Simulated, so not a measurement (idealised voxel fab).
Process module in this document: voxel wiring stack
Square cells of 5 nm make up the cross-section cut, whose width is 285 nm.
Cross-section layout: square cells on a grid; listed as bands, top to bottom; a band spans one or more cell rows. A band entry consists of two parts. The first gives the height of the band's top and the height of its bottom, in nm. The rest lists the band's materials from left to right, each with its width in nm. A single material labelled with the word "all across" fills the band from edge to edge, and the word "blank" marks empty space. Heads up on the height convention: 0 is the point under which the incoming wafer is all one material, and the lowest band has no bottom, it just keeps going down, like "0 and below". A two-number width, for instance "30..40", indicates that the width is equal to the first number in the top row of the band and to the second number in the bottom row, and that it changes by a constant amount per row of cells. Where a step carries "nothing got changed", the cross-section came out of it unchanged, cell for cell. Entry "Closed void list" = empty spaces >= 8 cells with no open way to the top; each as width x height at distance, distance from left edge, all nm. Where a step's line continues beyond its settings, the continuation is a remark by the simulator itself on that step. "overlay nm" denotes, for a step that has a mask, the displacement of the mask to the right of its planned place, with negative values corresponding to the left. Guide to the pairs. Each holds a before and an after cross-section around one process step; the after cross-section is cut off at the lowest band that changed. Look under the pair for the step between them and its settings. Pairs can come from different runs of this module on the same starting wafer, so a pair follows on from the one above it only where its entry headed "Prior state" says it does.
Prior state:
	0 and below | Si all across
	Closed void list: none
Resulting Structure:
	15 down to 0 | SiO2 all across
	Anything lower than 0 is untouched.
	Closed void list: none
The two cross-sections above bracket this step: op CONFORMAL_DEP | material SiO2 | thk nm 15
Prior state: The structure entering this step is exactly what the pair just above shows after its step.
Resulting Structure:
	20 down to 15 | SiN all across
	Anything lower than 15 is untouched.
	Closed void list: none
The two cross-sections above bracket this step: op CONFORMAL_DEP | material SiN | thk nm 5
Prior state: The structure entering this step is exactly what the pair just above shows after its step.
Resulting Structure:
	40 down to 20 | SiO2 all across
	Anything lower than 20 is untouched.
	Closed void list: none
The two cross-sections above bracket this step: op DIRECTIONAL_DEP | material SiO2 | thk nm 20
Prior state: The structure entering this step is exactly what the pair just above shows after its step.
Resulting Structure:
	55 down to 40 | aC all across
	Anything lower than 40 is untouched.
	Closed void list: none
The two cross-sections above bracket this step: op DIRECTIONAL_DEP | material aC | thk nm 15
Prior state: The structure entering this step is exactly what the pair just above shows after its step.
Resulting Structure:
	90 down to 55 | resist 80  blank 25  resist 25  blank 25  resist 25  blank 25  resist 80
	Anything lower than 55 is untouched.
	Closed void list: none
The two cross-sections above bracket this step: op PATTERN | tone open | mask id METAL_1 | material resist | width nm 25 | pitch nm 50 | thk nm 35 | overlay nm 0
Prior state: The structure entering this step is exactly what the pair just above shows after its step.
Resulting Structure:
	75 down to 55 | resist 80  blank 25  resist 25  blank 25  resist 25  blank 25  resist 80
	55 down to 40 | aC 80  blank 25  aC 25  blank 25  aC 25  blank 25  aC 80
	Anything lower than 40 is untouched.
	Closed void list: none
The two cross-sections above bracket this step: op DIRECTIONAL_ETCH | etch materials aC | depth nm 15
Prior state: The structure entering this step is exactly what the pair just above shows after its step.
Resulting Structure:
	55 down to 40 | aC 80  blank 25  aC 25  blank 25  aC 25  blank 25  aC 80
	Anything lower than 40 is untouched.
	Closed void list: none
The two cross-sections above bracket this step: op STRIP | etch materials resist
Prior state: The structure entering this step is exactly what the pair just above shows after its step.
Resulting Structure:
	55 down to 40 | aC 80  blank 25  aC 25  blank 25  aC 25  blank 25  aC 80
	40 down to 20 | SiO2 80  blank 25  SiO2 25  blank 25  SiO2 25  blank 25  SiO2 80
	Anything lower than 20 is untouched.
	Closed void list: none
The two cross-sections above bracket this step: op DIRECTIONAL_ETCH | etch materials SiO2 | depth nm 20
Prior state: The structure entering this step is exactly what the pair just above shows after its step.
Resulting Structure:
	55 down to 40 | aC 80  blank 25  aC 25  blank 25  aC 25  blank 25  aC 80
	40 down to 20 | SiO2 80  blank 25  SiO2 25  blank 25  SiO2 25  blank 25  SiO2 80
	20 down to 15 | SiN 80  blank 25  SiN 25  blank 25  SiN 25  blank 25  SiN 80
	Anything lower than 15 is untouched.
	Closed void list: none
The two cross-sections above bracket this step: op DIRECTIONAL_ETCH | etch materials SiN | depth nm 5
Prior state: The structure entering this step is exactly what the pair just above shows after its step.
Resulting Structure:
	40 down to 20 | SiO2 80  blank 25  SiO2 25  blank 25  SiO2 25  blank 25  SiO2 80
	Anything lower than 20 is untouched.
	Closed void list: none
The two cross-sections above bracket this step: op STRIP | etch materials aC
Prior state: The structure entering this step is exactly what the pair just above shows after its step.
Resulting Structure:
	45 down to 40 | TiN 85  blank 15  TiN 35  blank 15  TiN 35  blank 15  TiN 85
	40 down to 20 | SiO2 80  TiN 5  blank 15  TiN 5  SiO2 25  TiN 5  blank 15  TiN 5  SiO2 25  TiN 5  blank 15  TiN 5  SiO2 80
	20 down to 15 | SiN 80  TiN 25  SiN 25  TiN 25  SiN 25  TiN 25  SiN 80
	Anything lower than 15 is untouched.
	Closed void list: none
The two cross-sections above bracket this step: op CONFORMAL_DEP | material TiN | thk nm 5
Prior state: The structure entering this step is exactly what the pair just above shows after its step.
Resulting Structure:
	50 down to 45 | W all across
	45 down to 40 | TiN 85  W 15  TiN 35  W 15  TiN 35  W 15  TiN 85
	40 down to 20 | SiO2 80  TiN 5  W 15  TiN 5  SiO2 25  TiN 5  W 15  TiN 5  SiO2 25  TiN 5  W 15  TiN 5  SiO2 80
	Anything lower than 20 is untouched.
	Closed void list: none
The two cross-sections above bracket this step: op FILL_DEP | material W | thk nm 5
Prior state: The structure entering this step is exactly what the pair just above shows after its step.
Resulting Structure:
	40 down to 20 | SiO2 80  TiN 5  W 15  TiN 5  SiO2 25  TiN 5  W 15  TiN 5  SiO2 25  TiN 5  W 15  TiN 5  SiO2 80
	Anything lower than 20 is untouched.
	Closed void list: none
The two cross-sections above bracket this step: op CMP | height nm 40
Prior state: The structure entering this step is exactly what the pair just above shows after its step.
Resulting Structure:
	45 down to 40 | blank 75  Ru 35  blank 15  Ru 35  blank 15  Ru 35  blank 75
	Anything lower than 40 is untouched.
	Closed void list: none
The two cross-sections above bracket this step: op EPI | material Ru | thk nm 5
Prior state: The structure entering this step is exactly what the pair just above shows after its step.
Resulting Structure:
	50 down to 45 | SiCN all across
	45 down to 40 | SiCN 75  Ru 35  SiCN 15  Ru 35  SiCN 15  Ru 35  SiCN 75
	Anything lower than 40 is untouched.
	Closed void list: none
The two cross-sections above bracket this step: op FILL_DEP | material SiCN | thk nm 5
Prior state: The structure entering this step is exactly what the pair just above shows after its step.
Resulting Structure:
	65 down to 50 | SiO2 all across
	Anything lower than 50 is untouched.
	Closed void list: none
The two cross-sections above bracket this step: op DIRECTIONAL_DEP | material SiO2 | thk nm 15
Prior state: The structure entering this step is exactly what the pair just above shows after its step.
Resulting Structure:
	85 down to 65 | resist 80  blank 15  resist 35  blank 15  resist 35  blank 15  resist 90
	Anything lower than 65 is untouched.
	Closed void list: none
The two cross-sections above bracket this step: op PATTERN | tone open | mask id PLUG_1 | material resist | width nm 15 | pitch nm 50 | thk nm 20 | overlay nm 0
Prior state: The structure entering this step is exactly what the pair just above shows after its step.
Resulting Structure:
	85 down to 65 | resist 80  blank 15  resist 35  blank 15  resist 35  blank 15  resist 90
	65 down to 50 | SiO2 80  blank 15  SiO2 35  blank 15  SiO2 35  blank 15  SiO2 90
	Anything lower than 50 is untouched.
	Closed void list: none
The two cross-sections above bracket this step: op DIRECTIONAL_ETCH | etch materials SiO2 | depth nm 15
Prior state: The structure entering this step is exactly what the pair just above shows after its step.
Resulting Structure:
	85 down to 65 | resist 80  blank 15  resist 35  blank 15  resist 35  blank 15  resist 90
	65 down to 50 | SiO2 80  blank 15  SiO2 35  blank 15  SiO2 35  blank 15  SiO2 90
	50 down to 45 | SiCN 80  blank 15  SiCN 35  blank 15  SiCN 35  blank 15  SiCN 90
	Anything lower than 45 is untouched.
	Closed void list: none
The two cross-sections above bracket this step: op DIRECTIONAL_ETCH | etch materials SiCN | depth nm 5
Prior state: The structure entering this step is exactly what the pair just above shows after its step.
Resulting Structure:
	65 down to 50 | SiO2 80  blank 15  SiO2 35  blank 15  SiO2 35  blank 15  SiO2 90
	Anything lower than 50 is untouched.
	Closed void list: none
The two cross-sections above bracket this step: op STRIP | etch materials resist
Prior state: The structure entering this step is exactly what the pair just above shows after its step.
Resulting Structure:
	70 down to 65 | TiN 85  blank 5  TiN 45  blank 5  TiN 45  blank 5  TiN 95
	65 down to 50 | SiO2 80  TiN 5  blank 5  TiN 5  SiO2 35  TiN 5  blank 5  TiN 5  SiO2 35  TiN 5  blank 5  TiN 5  SiO2 90
	50 down to 45 | SiCN 80  TiN 15  SiCN 35  TiN 15  SiCN 35  TiN 15  SiCN 90
	Anything lower than 45 is untouched.
	Closed void list: none
The two cross-sections above bracket this step: op CONFORMAL_DEP | material TiN | thk nm 5
Prior state: The structure entering this step is exactly what the pair just above shows after its step.
Resulting Structure:
	80 down to 70 | Ru all across
	70 down to 65 | TiN 85  Ru 5  TiN 45  Ru 5  TiN 45  Ru 5  TiN 95
	65 down to 50 | SiO2 80  TiN 5  Ru 5  TiN 5  SiO2 35  TiN 5  Ru 5  TiN 5  SiO2 35  TiN 5  Ru 5  TiN 5  SiO2 90
	Anything lower than 50 is untouched.
	Closed void list: none
The two cross-sections above bracket this step: op FILL_DEP | material Ru | thk nm 10
Prior state: The structure entering this step is exactly what the pair just above shows after its step.
Resulting Structure:
	65 down to 50 | SiO2 80  TiN 5  Ru 5  TiN 5  SiO2 35  TiN 5  Ru 5  TiN 5  SiO2 35  TiN 5  Ru 5  TiN 5  SiO2 90
	Anything lower than 50 is untouched.
	Closed void list: none
The two cross-sections above bracket this step: op CMP | height nm 65
Prior state: The structure entering this step is exactly what the pair just above shows after its step.
Resulting Structure:
	70 down to 65 | SiN all across
	Anything lower than 65 is untouched.
	Closed void list: none
The two cross-sections above bracket this step: op CONFORMAL_DEP | material SiN | thk nm 5
Prior state: The structure entering this step is exactly what the pair just above shows after its step.
Resulting Structure:
	90 down to 70 | lowk all across
	Anything lower than 70 is untouched.
	Closed void list: none
The two cross-sections above bracket this step: op DIRECTIONAL_DEP | material lowk | thk nm 20
Prior state: The structure entering this step is exactly what the pair just above shows after its step.
Resulting Structure:
	90 down to 70 | lowk 80  blank 25  lowk 25  blank 25  lowk 25  blank 25  lowk 80
	Anything lower than 70 is untouched.
	Closed void list: none
The two cross-sections above bracket this step: op MASKED_ETCH | tone open | mask id METAL_2 | width nm 25 | pitch nm 50 | etch materials lowk | depth nm 20 | overlay nm 0
Prior state: The structure entering this step is exactly what the pair just above shows after its step.
Resulting Structure:
	90 down to 70 | lowk 80  blank 25  lowk 25  blank 25  lowk 25  blank 25  lowk 80
	70 down to 65 | SiN 80  blank 25  SiN 25  blank 25  SiN 25  blank 25  SiN 80
	Anything lower than 65 is untouched.
	Closed void list: none
The two cross-sections above bracket this step: op MASKED_ETCH | tone open | mask id METAL_2 | width nm 25 | pitch nm 50 | etch materials SiN | depth nm 5 | overlay nm 0
Prior state: The structure entering this step is exactly what the pair just above shows after its step.
Resulting Structure:
	95 down to 90 | TiN 85  blank 15  TiN 35  blank 15  TiN 35  blank 15  TiN 85
	90 down to 70 | lowk 80  TiN 5  blank 15  TiN 5  lowk 25  TiN 5  blank 15  TiN 5  lowk 25  TiN 5  blank 15  TiN 5  lowk 80
	70 down to 65 | SiN 80  TiN 25  SiN 25  TiN 25  SiN 25  TiN 25  SiN 80
	Anything lower than 65 is untouched.
	Closed void list: none
The two cross-sections above bracket this step: op CONFORMAL_DEP | material TiN | thk nm 5
Prior state: The structure entering this step is exactly what the pair just above shows after its step.
Resulting Structure:
	100 down to 95 | Cu all across
	95 down to 90 | TiN 85  Cu 15  TiN 35  Cu 15  TiN 35  Cu 15  TiN 85
	90 down to 70 | lowk 80  TiN 5  Cu 15  TiN 5  lowk 25  TiN 5  Cu 15  TiN 5  lowk 25  TiN 5  Cu 15  TiN 5  lowk 80
	Anything lower than 70 is untouched.
	Closed void list: none
The two cross-sections above bracket this step: op FILL_DEP | material Cu | thk nm 5
Prior state: The structure entering this step is exactly what the pair just above shows after its step.
Resulting Structure:
	90 down to 70 | lowk 80  TiN 5  Cu 15  TiN 5  lowk 25  TiN 5  Cu 15  TiN 5  lowk 25  TiN 5  Cu 15  TiN 5  lowk 80
	Anything lower than 70 is untouched.
	Closed void list: none
The two cross-sections above bracket this step: op CMP | height nm 90
Prior state: The structure entering this step is exactly what the pair just above shows after its step.
Resulting Structure:
	95 down to 90 | SiCN all across
	Anything lower than 90 is untouched.
	Closed void list: none
The two cross-sections above bracket this step: op CONFORMAL_DEP | material SiCN | thk nm 5
Prior state:
	45 down to 40 | blank 75  Ru 35  blank 15  Ru 35  blank 15  Ru 35  blank 75
	40 down to 20 | SiO2 80  TiN 5  W 15  TiN 5  SiO2 25  TiN 5  W 15  TiN 5  SiO2 25  TiN 5  W 15  TiN 5  SiO2 80
	20 down to 15 | SiN 80  TiN 25  SiN 25  TiN 25  SiN 25  TiN 25  SiN 80
	15 down to 0 | SiO2 all across
	0 and below | Si all across
	Closed void list: none
Resulting Structure:
	60 down to 55 | blank 75  SiO2 35  blank 15  SiO2 35  blank 15  SiO2 35  blank 75
	55 down to 45 | SiO2 all across
	45 down to 40 | SiO2 75  Ru 35  SiO2 15  Ru 35  SiO2 15  Ru 35  SiO2 75
	Anything lower than 40 is untouched.
	Closed void list: none
The two cross-sections above bracket this step: op DIRECTIONAL_DEP | material SiO2 | thk nm 15
Prior state: The structure entering this step is exactly what the pair just above shows after its step.
Resulting Structure:
	80 down to 60 | resist 80  blank 15  resist 35  blank 15  resist 35  blank 15  resist 90
	60 down to 55 | resist 75  SiO2 35  resist 15  SiO2 35  resist 15  SiO2 35  resist 75
	Anything lower than 55 is untouched.
	Closed void list: none
The two cross-sections above bracket this step: op PATTERN | tone open | mask id PLUG_1 | material resist | width nm 15 | pitch nm 50 | thk nm 20 | overlay nm 0
Prior state: The structure entering this step is exactly what the pair just above shows after its step.
Resulting Structure:
	80 down to 60 | resist 80  blank 15  resist 35  blank 15  resist 35  blank 15  resist 90
	60 down to 55 | resist 75  SiO2 5  blank 15  SiO2 15  resist 15  SiO2 5  blank 15  SiO2 15  resist 15  SiO2 5  blank 15  SiO2 15  resist 75
	55 down to 45 | SiO2 80  blank 15  SiO2 35  blank 15  SiO2 35  blank 15  SiO2 90
	Anything lower than 45 is untouched.
	Closed void list: none
The two cross-sections above bracket this step: op DIRECTIONAL_ETCH | etch materials SiO2 | depth nm 15
Prior state: The structure entering this step is exactly what the pair just above shows after its step.
Resulting Structure:
	60 down to 55 | blank 75  SiO2 5  blank 15  SiO2 15  blank 15  SiO2 5  blank 15  SiO2 15  blank 15  SiO2 5  blank 15  SiO2 15  blank 75
	Anything lower than 55 is untouched.
	Closed void list: none
The two cross-sections above bracket this step: op STRIP | etch materials resist
Prior state: The structure entering this step is exactly what the pair just above shows after its step.
Resulting Structure:
	65 down to 60 | blank 70  TiN 15  blank 5  TiN 25  blank 5  TiN 15  blank 5  TiN 25  blank 5  TiN 15  blank 5  TiN 25  blank 70
	60 down to 55 | TiN 75  SiO2 5  TiN 5  blank 5  TiN 5  SiO2 15  TiN 15  SiO2 5  TiN 5  blank 5  TiN 5  SiO2 15  TiN 15  SiO2 5  TiN 5  blank 5  TiN 5  SiO2 15  TiN 75
	55 down to 50 | SiO2 80  TiN 5  blank 5  TiN 5  SiO2 35  TiN 5  blank 5  TiN 5  SiO2 35  TiN 5  blank 5  TiN 5  SiO2 90
	50 down to 45 | SiO2 80  TiN 15  SiO2 35  TiN 15  SiO2 35  TiN 15  SiO2 90
	Anything lower than 45 is untouched.
	Closed void list: none
The two cross-sections above bracket this step: op CONFORMAL_DEP | material TiN | thk nm 5
Prior state: The structure entering this step is exactly what the pair just above shows after its step.
Resulting Structure:
	75 down to 65 | Ru all across
	65 down to 60 | Ru 70  TiN 15  Ru 5  TiN 25  Ru 5  TiN 15  Ru 5  TiN 25  Ru 5  TiN 15  Ru 5  TiN 25  Ru 70
	60 down to 55 | TiN 75  SiO2 5  TiN 5  Ru 5  TiN 5  SiO2 15  TiN 15  SiO2 5  TiN 5  Ru 5  TiN 5  SiO2 15  TiN 15  SiO2 5  TiN 5  Ru 5  TiN 5  SiO2 15  TiN 75
	55 down to 50 | SiO2 80  TiN 5  Ru 5  TiN 5  SiO2 35  TiN 5  Ru 5  TiN 5  SiO2 35  TiN 5  Ru 5  TiN 5  SiO2 90
	Anything lower than 50 is untouched.
	Closed void list: none
The two cross-sections above bracket this step: op FILL_DEP | material Ru | thk nm 10
Prior state: The structure entering this step is exactly what the pair just above shows after its step.
Resulting Structure:
	65 down to 60 | Ru 70  TiN 15  Ru 5  TiN 25  Ru 5  TiN 15  Ru 5  TiN 25  Ru 5  TiN 15  Ru 5  TiN 25  Ru 70
	Anything lower than 60 is untouched.
	Closed void list: none
The two cross-sections above bracket this step: op CMP | height nm 65
Prior state: The structure entering this step is exactly what the pair just above shows after its step.
Resulting Structure:
	70 down to 65 | SiN all across
	Anything lower than 65 is untouched.
	Closed void list: none
The two cross-sections above bracket this step: op CONFORMAL_DEP | material SiN | thk nm 5
Prior state: The structure entering this step is exactly what the pair just above shows after its step.
Resulting Structure:
	90 down to 70 | lowk all across
	Anything lower than 70 is untouched.
	Closed void list: none
The two cross-sections above bracket this step: op DIRECTIONAL_DEP | material lowk | thk nm 20
Prior state: The structure entering this step is exactly what the pair just above shows after its step.
Resulting Structure:
	90 down to 70 | lowk 80  blank 25  lowk 25  blank 25  lowk 25  blank 25  lowk 80
	Anything lower than 70 is untouched.
	Closed void list: none
The two cross-sections above bracket this step: op MASKED_ETCH | tone open | mask id METAL_2 | width nm 25 | pitch nm 50 | etch materials lowk | depth nm 20 | overlay nm 0
Prior state: The structure entering this step is exactly what the pair just above shows after its step.
Resulting Structure:
	90 down to 70 | lowk 80  blank 25  lowk 25  blank 25  lowk 25  blank 25  lowk 80
	70 down to 65 | SiN 80  blank 25  SiN 25  blank 25  SiN 25  blank 25  SiN 80
	Anything lower than 65 is untouched.
	Closed void list: none
The two cross-sections above bracket this step: op MASKED_ETCH | tone open | mask id METAL_2 | width nm 25 | pitch nm 50 | etch materials SiN | depth nm 5 | overlay nm 0
Prior state: The structure entering this step is exactly what the pair just above shows after its step.
Resulting Structure:
	95 down to 90 | TiN 85  blank 15  TiN 35  blank 15  TiN 35  blank 15  TiN 85
	90 down to 70 | lowk 80  TiN 5  blank 15  TiN 5  lowk 25  TiN 5  blank 15  TiN 5  lowk 25  TiN 5  blank 15  TiN 5  lowk 80
	70 down to 65 | SiN 80  TiN 25  SiN 25  TiN 25  SiN 25  TiN 25  SiN 80
	Anything lower than 65 is untouched.
	Closed void list: none
The two cross-sections above bracket this step: op CONFORMAL_DEP | material TiN | thk nm 5
Prior state: The structure entering this step is exactly what the pair just above shows after its step.
Resulting Structure:
	100 down to 95 | Cu all across
	95 down to 90 | TiN 85  Cu 15  TiN 35  Cu 15  TiN 35  Cu 15  TiN 85
	90 down to 70 | lowk 80  TiN 5  Cu 15  TiN 5  lowk 25  TiN 5  Cu 15  TiN 5  lowk 25  TiN 5  Cu 15  TiN 5  lowk 80
	Anything lower than 70 is untouched.
	Closed void list: none
The two cross-sections above bracket this step: op FILL_DEP | material Cu | thk nm 5
Prior state: The structure entering this step is exactly what the pair just above shows after its step.
Resulting Structure:
	90 down to 70 | lowk 80  TiN 5  Cu 15  TiN 5  lowk 25  TiN 5  Cu 15  TiN 5  lowk 25  TiN 5  Cu 15  TiN 5  lowk 80
	Anything lower than 70 is untouched.
	Closed void list: none
The two cross-sections above bracket this step: op CMP | height nm 90
Prior state: The structure entering this step is exactly what the pair just above shows after its step.
Resulting Structure:
	95 down to 90 | SiCN all across
	Anything lower than 90 is untouched.
	Closed void list: none
The two cross-sections above bracket this step: op CONFORMAL_DEP | material SiCN | thk nm 5
Prior state:
	15 down to 0 | SiO2 all across
	0 and below | Si all across
	Closed void list: none
Resulting Structure:
	30 down to 0 | SiO2 all across
	Anything lower than 0 is untouched.
	Closed void list: none
The two cross-sections above bracket this step: op CONFORMAL_DEP | material SiO2 | thk nm 15
Prior state: The structure entering this step is exactly what the pair just above shows after its step.
Resulting Structure:
	35 down to 30 | SiN all across
	Anything lower than 30 is untouched.
	Closed void list: none
The two cross-sections above bracket this step: op CONFORMAL_DEP | material SiN | thk nm 5
Prior state: The structure entering this step is exactly what the pair just above shows after its step.
Resulting Structure:
	55 down to 35 | SiO2 all across
	Anything lower than 35 is untouched.
	Closed void list: none
The two cross-sections above bracket this step: op DIRECTIONAL_DEP | material SiO2 | thk nm 20
Prior state: The structure entering this step is exactly what the pair just above shows after its step.
Resulting Structure:
	70 down to 55 | aC all across
	Anything lower than 55 is untouched.
	Closed void list: none
The two cross-sections above bracket this step: op DIRECTIONAL_DEP | material aC | thk nm 15
Prior state: The structure entering this step is exactly what the pair just above shows after its step.
Resulting Structure:
	105 down to 70 | resist 80  blank 25  resist 25  blank 25  resist 25  blank 25  resist 80
	Anything lower than 70 is untouched.
	Closed void list: none
The two cross-sections above bracket this step: op PATTERN | tone open | mask id METAL_1 | material resist | width nm 25 | pitch nm 50 | thk nm 35 | overlay nm 0
Prior state: The structure entering this step is exactly what the pair just above shows after its step.
Resulting Structure:
	90 down to 70 | resist 80  blank 25  resist 25  blank 25  resist 25  blank 25  resist 80
	70 down to 55 | aC 80  blank 25  aC 25  blank 25  aC 25  blank 25  aC 80
	Anything lower than 55 is untouched.
	Closed void list: none
The two cross-sections above bracket this step: op DIRECTIONAL_ETCH | etch materials aC | depth nm 15
Prior state: The structure entering this step is exactly what the pair just above shows after its step.
Resulting Structure:
	70 down to 55 | aC 80  blank 25  aC 25  blank 25  aC 25  blank 25  aC 80
	Anything lower than 55 is untouched.
	Closed void list: none
The two cross-sections above bracket this step: op STRIP | etch materials resist
Prior state: The structure entering this step is exactly what the pair just above shows after its step.
Resulting Structure:
	70 down to 55 | aC 80  blank 25  aC 25  blank 25  aC 25  blank 25  aC 80
	55 down to 35 | SiO2 80  blank 25  SiO2 25  blank 25  SiO2 25  blank 25  SiO2 80
	Anything lower than 35 is untouched.
	Closed void list: none
The two cross-sections above bracket this step: op DIRECTIONAL_ETCH | etch materials SiO2 | depth nm 20
Prior state: The structure entering this step is exactly what the pair just above shows after its step.
Resulting Structure:
	70 down to 55 | aC 80  blank 25  aC 25  blank 25  aC 25  blank 25  aC 80
	55 down to 35 | SiO2 80  blank 25  SiO2 25  blank 25  SiO2 25  blank 25  SiO2 80
	35 down to 30 | SiN 80  blank 25  SiN 25  blank 25  SiN 25  blank 25  SiN 80
	Anything lower than 30 is untouched.
	Closed void list: none
The two cross-sections above bracket this step: op DIRECTIONAL_ETCH | etch materials SiN | depth nm 5
Prior state: The structure entering this step is exactly what the pair just above shows after its step.
Resulting Structure:
	55 down to 35 | SiO2 80  blank 25  SiO2 25  blank 25  SiO2 25  blank 25  SiO2 80
	Anything lower than 35 is untouched.
	Closed void list: none
The two cross-sections above bracket this step: op STRIP | etch materials aC
Prior state: The structure entering this step is exactly what the pair just above shows after its step.
Resulting Structure:
	60 down to 55 | TiN 85  blank 15  TiN 35  blank 15  TiN 35  blank 15  TiN 85
	55 down to 35 | SiO2 80  TiN 5  blank 15  TiN 5  SiO2 25  TiN 5  blank 15  TiN 5  SiO2 25  TiN 5  blank 15  TiN 5  SiO2 80
	35 down to 30 | SiN 80  TiN 25  SiN 25  TiN 25  SiN 25  TiN 25  SiN 80
	Anything lower than 30 is untouched.
	Closed void list: none
The two cross-sections above bracket this step: op CONFORMAL_DEP | material TiN | thk nm 5
Prior state: The structure entering this step is exactly what the pair just above shows after its step.
Resulting Structure:
	65 down to 60 | W all across
	60 down to 55 | TiN 85  W 15  TiN 35  W 15  TiN 35  W 15  TiN 85
	55 down to 35 | SiO2 80  TiN 5  W 15  TiN 5  SiO2 25  TiN 5  W 15  TiN 5  SiO2 25  TiN 5  W 15  TiN 5  SiO2 80
	Anything lower than 35 is untouched.
	Closed void list: none
The two cross-sections above bracket this step: op FILL_DEP | material W | thk nm 5
Prior state: The structure entering this step is exactly what the pair just above shows after its step.
Resulting Structure:
	40 down to 35 | SiO2 80  TiN 5  W 15  TiN 5  SiO2 25  TiN 5  W 15  TiN 5  SiO2 25  TiN 5  W 15  TiN 5  SiO2 80
	Anything lower than 35 is untouched.
	Closed void list: none
The two cross-sections above bracket this step: op CMP | height nm 40
Prior state: The structure entering this step is exactly what the pair just above shows after its step.
Resulting Structure:
	45 down to 40 | blank 75  Ru 35  blank 15  Ru 35  blank 15  Ru 35  blank 75
	Anything lower than 40 is untouched.
	Closed void list: none
The two cross-sections above bracket this step: op EPI | material Ru | thk nm 5
Prior state: The structure entering this step is exactly what the pair just above shows after its step.
Resulting Structure:
	50 down to 45 | SiCN all across
	45 down to 40 | SiCN 75  Ru 35  SiCN 15  Ru 35  SiCN 15  Ru 35  SiCN 75
	Anything lower than 40 is untouched.
	Closed void list: none
The two cross-sections above bracket this step: op FILL_DEP | material SiCN | thk nm 5
Prior state: The structure entering this step is exactly what the pair just above shows after its step.
Resulting Structure:
	65 down to 50 | SiO2 all across
	Anything lower than 50 is untouched.
	Closed void list: none
The two cross-sections above bracket this step: op DIRECTIONAL_DEP | material SiO2 | thk nm 15
Prior state: The structure entering this step is exactly what the pair just above shows after its step.
Resulting Structure:
	85 down to 65 | resist 80  blank 15  resist 35  blank 15  resist 35  blank 15  resist 90
	Anything lower than 65 is untouched.
	Closed void list: none
The two cross-sections above bracket this step: op PATTERN | tone open | mask id PLUG_1 | material resist | width nm 15 | pitch nm 50 | thk nm 20 | overlay nm 0
Prior state: The structure entering this step is exactly what the pair just above shows after its step.
Resulting Structure:
	85 down to 65 | resist 80  blank 15  resist 35  blank 15  resist 35  blank 15  resist 90
	65 down to 50 | SiO2 80  blank 15  SiO2 35  blank 15  SiO2 35  blank 15  SiO2 90
	Anything lower than 50 is untouched.
	Closed void list: none
The two cross-sections above bracket this step: op DIRECTIONAL_ETCH | etch materials SiO2 | depth nm 15
Prior state: The structure entering this step is exactly what the pair just above shows after its step.
Resulting Structure:
	85 down to 65 | resist 80  blank 15  resist 35  blank 15  resist 35  blank 15  resist 90
	65 down to 50 | SiO2 80  blank 15  SiO2 35  blank 15  SiO2 35  blank 15  SiO2 90
	50 down to 45 | SiCN 80  blank 15  SiCN 35  blank 15  SiCN 35  blank 15  SiCN 90
	Anything lower than 45 is untouched.
	Closed void list: none
The two cross-sections above bracket this step: op DIRECTIONAL_ETCH | etch materials SiCN | depth nm 5
Prior state: The structure entering this step is exactly what the pair just above shows after its step.
Resulting Structure:
	65 down to 50 | SiO2 80  blank 15  SiO2 35  blank 15  SiO2 35  blank 15  SiO2 90
	Anything lower than 50 is untouched.
	Closed void list: none
The two cross-sections above bracket this step: op STRIP | etch materials resist
Prior state: The structure entering this step is exactly what the pair just above shows after its step.
Resulting Structure:
	70 down to 65 | TiN 85  blank 5  TiN 45  blank 5  TiN 45  blank 5  TiN 95
	65 down to 50 | SiO2 80  TiN 5  blank 5  TiN 5  SiO2 35  TiN 5  blank 5  TiN 5  SiO2 35  TiN 5  blank 5  TiN 5  SiO2 90
	50 down to 45 | SiCN 80  TiN 15  SiCN 35  TiN 15  SiCN 35  TiN 15  SiCN 90
	Anything lower than 45 is untouched.
	Closed void list: none
The two cross-sections above bracket this step: op CONFORMAL_DEP | material TiN | thk nm 5
Prior state: The structure entering this step is exactly what the pair just above shows after its step.
Resulting Structure:
	80 down to 70 | Ru all across
	70 down to 65 | TiN 85  Ru 5  TiN 45  Ru 5  TiN 45  Ru 5  TiN 95
	65 down to 50 | SiO2 80  TiN 5  Ru 5  TiN 5  SiO2 35  TiN 5  Ru 5  TiN 5  SiO2 35  TiN 5  Ru 5  TiN 5  SiO2 90
	Anything lower than 50 is untouched.
	Closed void list: none
The two cross-sections above bracket this step: op FILL_DEP | material Ru | thk nm 10
Prior state: The structure entering this step is exactly what the pair just above shows after its step.
Resulting Structure:
	65 down to 50 | SiO2 80  TiN 5  Ru 5  TiN 5  SiO2 35  TiN 5  Ru 5  TiN 5  SiO2 35  TiN 5  Ru 5  TiN 5  SiO2 90
	Anything lower than 50 is untouched.
	Closed void list: none
The two cross-sections above bracket this step: op CMP | height nm 65
Prior state: The structure entering this step is exactly what the pair just above shows after its step.
Resulting Structure:
	70 down to 65 | SiN all across
	Anything lower than 65 is untouched.
	Closed void list: none
The two cross-sections above bracket this step: op CONFORMAL_DEP | material SiN | thk nm 5
Prior state: The structure entering this step is exactly what the pair just above shows after its step.
Resulting Structure:
	90 down to 70 | lowk all across
	Anything lower than 70 is untouched.
	Closed void list: none
The two cross-sections above bracket this step: op DIRECTIONAL_DEP | material lowk | thk nm 20
Prior state: The structure entering this step is exactly what the pair just above shows after its step.
Resulting Structure:
	90 down to 70 | lowk 80  blank 25  lowk 25  blank 25  lowk 25  blank 25  lowk 80
	Anything lower than 70 is untouched.
	Closed void list: none
The two cross-sections above bracket this step: op MASKED_ETCH | tone open | mask id METAL_2 | width nm 25 | pitch nm 50 | etch materials lowk | depth nm 20 | overlay nm 0
Prior state: The structure entering this step is exactly what the pair just above shows after its step.
Resulting Structure:
	90 down to 70 | lowk 80  blank 25  lowk 25  blank 25  lowk 25  blank 25  lowk 80
	70 down to 65 | SiN 80  blank 25  SiN 25  blank 25  SiN 25  blank 25  SiN 80
	Anything lower than 65 is untouched.
	Closed void list: none
The two cross-sections above bracket this step: op MASKED_ETCH | tone open | mask id METAL_2 | width nm 25 | pitch nm 50 | etch materials SiN | depth nm 5 | overlay nm 0
Prior state: The structure entering this step is exactly what the pair just above shows after its step.
Resulting Structure:
	95 down to 90 | TiN 85  blank 15  TiN 35  blank 15  TiN 35  blank 15  TiN 85
	90 down to 70 | lowk 80  TiN 5  blank 15  TiN 5  lowk 25  TiN 5  blank 15  TiN 5  lowk 25  TiN 5  blank 15  TiN 5  lowk 80
	70 down to 65 | SiN 80  TiN 25  SiN 25  TiN 25  SiN 25  TiN 25  SiN 80
	Anything lower than 65 is untouched.
	Closed void list: none
The two cross-sections above bracket this step: op CONFORMAL_DEP | material TiN | thk nm 5
